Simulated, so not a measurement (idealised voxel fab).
process module | voxel plated lines
cross-section cut | 265 nm wide | cells 5 nm
A cross-section is a grid of square cells, given in bands from the top down. A band is one or more rows of cells.
Each band's line starts with the height of the band's top and of its bottom, in nm. Then come its materials from left to right, each with its width in nm. One material with "throughout" fills the band from edge to edge. "air" is empty space.
Height 0 is the level under which the wafer as received is all one material. The lowest band goes on downwards, as in "0 down".
A width such as "30 to 40" changes by the same amount from each row of cells to the next, from the band's top row to its bottom row.
"no change" after a step means that no cell of the cross-section changed.
closed voids: empty space of 8 cells or more with no open way to the top, each as width x height at its distance from the left edge, in nm
after a step's settings: what the simulator itself notes on the step
overlay nm, on a step with a mask: how far to the right of its planned place the mask lay; to the left if negative
plan
1 op RECEIVE | material Si
2 op CONFORMAL_DEP | material Al2O3 | thk nm 10
3 op DIRECTIONAL_DEP | material TiN | thk nm 5
4 op PATTERN | tone open | mask id LINES | material resist | width nm 25 | pitch nm 45 | thk nm 20 | overlay nm 0
5 op EPI | material Ru | thk nm 5
6 op STRIP | etch materials resist
7 op DIRECTIONAL_ETCH | etch materials TiN | depth nm 5
8 op CONFORMAL_DEP | material SiCN | thk nm 10
first wafer, as planned
as received, after step 1
  0 down: Si throughout
  closed voids: none
after step 2
  10 to 0: Al2O3 throughout
  below 0: unchanged
after step 3
  15 to 10: TiN throughout
  below 10: unchanged
after step 4
  35 to 15: resist 95 | air 25 | resist 20 | air 25 | resist 100
  below 15: unchanged
after step 5
  35 to 20: resist 95 | air 25 | resist 20 | air 25 | resist 100
  20 to 15: resist 95 | Ru 25 | resist 20 | Ru 25 | resist 100
  below 15: unchanged
after step 6
  20 to 15: air 95 | Ru 25 | air 20 | Ru 25 | air 100
  below 15: unchanged
after step 7
  20 to 15: air 95 | Ru 25 | air 20 | Ru 25 | air 100
  15 to 10: air 95 | TiN 25 | air 20 | TiN 25 | air 100
  below 10: unchanged
after step 8
  30 to 20: air 85 | SiCN 90 | air 90
  20 to 15: SiCN 95 | Ru 25 | SiCN 20 | Ru 25 | SiCN 100
  15 to 10: SiCN 95 | TiN 25 | SiCN 20 | TiN 25 | SiCN 100
  below 10: unchanged
second wafer: like start, like plan, one mistake. Through step 3 it matches the first wafer
when step 4 should have ended
  35 to 15: air 95 | resist 25 | air 20 | resist 25 | air 100
  below 15: unchanged
when step 5 should have ended
  35 to 20: air 95 | resist 25 | air 20 | resist 25 | air 100
  20 to 15: Ru 95 | resist 25 | Ru 20 | resist 25 | Ru 100
  below 15: unchanged
when step 6 should have ended
  20 to 15: Ru 95 | air 25 | Ru 20 | air 25 | Ru 100
  below 15: unchanged
when step 7 should have ended
  20 to 15: Ru 95 | air 25 | Ru 20 | air 25 | Ru 100
  15 to 10: TiN 95 | air 25 | TiN 20 | air 25 | TiN 100
  below 10: unchanged
when step 8 should have ended
  30 to 20: SiCN 105 | air 5 | SiCN 40 | air 5 | SiCN 110
  20 to 15: Ru 95 | SiCN 25 | Ru 20 | SiCN 25 | Ru 100
  15 to 10: TiN 95 | SiCN 25 | TiN 20 | SiCN 25 | TiN 100
  below 10: unchanged
what went wrong: step 4 ran as: op PATTERN | tone cover | mask id LINES | material resist | width nm 25 | pitch nm 45 | thk nm 20 | overlay nm 0
at the end the second wafer has, in cells: 33 more of Ru | 33 more of TiN
